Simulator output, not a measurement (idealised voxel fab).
This is a process module. Its name is voxel tone inversion.
For reference, the cross-section in this document is cut, with width 220 nm and square cells of 5 nm.
Cross-section layout: square cells on a grid; listed as bands, top to bottom; a band spans one or more cell rows.
Quick guide to a band line: top height, bottom height (nm) up front; then every material left to right with its width in nm. Only one material and it's marked "edge to edge"? Then it fills the band edge to edge. And "blank" just means empty space.
Height reference: 0 = level under which incoming wafer is all one material. Lowest band: no bottom, runs on downward, e.g. "0 nm and below".
It should be noted that a width expressed as "30..40" varies in equal increments from row to row of cells within the band, taking the value of the first number at the top row and that of the second number at the bottom row.
The cross-section has no changed cell in any step marked "nothing was modified".
Closed empty spaces (no open way to the top) of 8 cells or more are what "Encapsulated voids" lists, each as width x height at distance from the left edge, nm for all three.
Read whatever lies past the settings on a step's line as the simulator's own remark about the step.
overlay nm: how far to the right of its planned place the mask lay on this masked step (negative: to the left).
List of planned process steps:
step 1: RECEIVE [material Si]
step 2: CONFORMAL_DEP [material SiN] [thk nm 10]
step 3: DIRECTIONAL_DEP [material polySi] [thk nm 25]
step 4: PATTERN [tone cover] [mask id POSTS] [material resist] [width nm 20] [pitch nm 45] [thk nm 30] [overlay nm 0]
step 5: DIRECTIONAL_ETCH [etch materials polySi] [depth nm 25]
step 6: STRIP [etch materials resist]
step 7: FILL_DEP [material lowk] [thk nm 10]
step 8: CMP [height nm 35]
step 9: STRIP [etch materials polySi]
step 10: CONFORMAL_DEP [material TiN] [thk nm 5]
step 11: FILL_DEP [material Cu] [thk nm 5]
step 12: CMP [height nm 35]
step 13: CONFORMAL_DEP [material SiCN] [thk nm 5]
Cross-sectional view of the wafer in its as-received condition, corresponding to the state after step 1:
0 nm and below: Si edge to edge
Encapsulated voids: none
First of two wafers: cross-section at end of module, run per plan:
40 nm to 35 nm: SiCN edge to edge
35 nm to 15 nm: lowk (30); TiN (5); Cu (10); TiN (5); lowk (25); TiN (5); Cu (10); TiN (5); lowk (25); TiN (5); Cu (10); TiN (5); lowk (25); TiN (5); Cu (10); TiN (5); lowk (35)
15 nm to 10 nm: lowk (30); TiN (20); lowk (25); TiN (20); lowk (25); TiN (20); lowk (25); TiN (20); lowk (35)
10 nm to 0 nm: SiN edge to edge
0 nm and below: Si edge to edge
Encapsulated voids: none
Presented here is a cross-section of the second of the two wafers as it stood at the end of the module. It was started in the same manner and assigned the same plan as the first wafer; however, one mistake was made in its execution:
40 nm to 35 nm: SiCN edge to edge
35 nm to 15 nm: lowk (30); TiN (5); Cu (10); TiN (5); lowk (25); TiN (5); Cu (10); TiN (5); lowk (25); TiN (5); Cu (10); TiN (5); lowk (25); TiN (5); Cu (10); TiN (5); lowk (35)
15 nm to 10 nm: lowk (30); TiN (20); lowk (25); TiN (20); lowk (25); TiN (20); lowk (25); TiN (20); lowk (35)
10 nm to 0 nm: Cu edge to edge
0 nm and below: Si edge to edge
Encapsulated voids: none
Diagnosis: step 2 changed vs plan, executed as CONFORMAL_DEP [material Cu] [thk nm 10]
at the end the second wafer has, in cells: Cu: 88 more; SiN: 88 fewer
